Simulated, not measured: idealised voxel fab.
Process module heading - voxel released beams
Cross-section cut: width 205 nm, square cells of 5 nm.
Square cells in a grid make up a cross-section in this document, and the grid is given as bands, listed from the top down, each one or more rows of cells.
What a band's entry tells you: where the top is and where the bottom is, as heights in nm, and after that what lies inside, material by material from left to right, each with its width in nm. Empty space is written as the word "air", and a single material marked with the word "everywhere" occupies the band from edge to edge.
Heights from 0 (as-received wafer is one material below). Bottom band endless downward, as "z 0 and below".
Width "30->40": first value at the band's top row of cells, second value at its bottom row, equal change from row to row.
Key: "all unchanged" - step with no changed cell in the cross-section.
"Cavities, closed" lists enclosed empty spaces (at least 8 cells, no open path upward to the top), each as width x height at distance from the left edge, in nm.
Whatever follows a step's settings on its line is a remark the simulator itself makes about that step.
overlay nm: where the mask lay relative to plan, measured to the right, on steps with a mask; negatives go left.
Set out below are the planned steps of the process:
1,RECEIVE [material Si]
2,CONFORMAL_DEP [material Al2O3] [thk nm 10]
3,DIRECTIONAL_DEP [material SiO2] [thk nm 15]
4,PATTERN [tone open] [mask id ANCHOR] [material resist] [width nm 35] [thk nm 20] [overlay nm 0]
5,DIRECTIONAL_ETCH [etch materials SiO2] [depth nm 15]
6,STRIP [etch materials resist]
7,CONFORMAL_DEP [material polySi] [thk nm 10]
8,DIRECTIONAL_DEP [material aC] [thk nm 10]
9,PATTERN [tone cover] [mask id BEAM] [material resist] [width nm 100] [thk nm 30] [overlay nm 0]
10,DIRECTIONAL_ETCH [etch materials aC] [depth nm 10]
11,STRIP [etch materials resist]
12,DIRECTIONAL_ETCH [etch materials polySi] [depth nm 10]
13,STRIP [etch materials aC]
14,STRIP [etch materials SiO2]
Received-state cross-section, reflecting completion of step 1:
    z 0 and below  Si everywhere
    Cavities, closed: none
End-of-module cross-section. Starting structure and process plan as above; one mistake made in running it:
    z 35 to 25  50 nm air, 100 nm polySi, 55 nm air
    z 25 to 15  Al2O3 everywhere
    z 15 to 0  SiO2 everywhere
    z 0 and below  Si everywhere
    Cavities, closed: none
What went wrong in running the wafer? sequence error: steps 2 and 3 interchanged
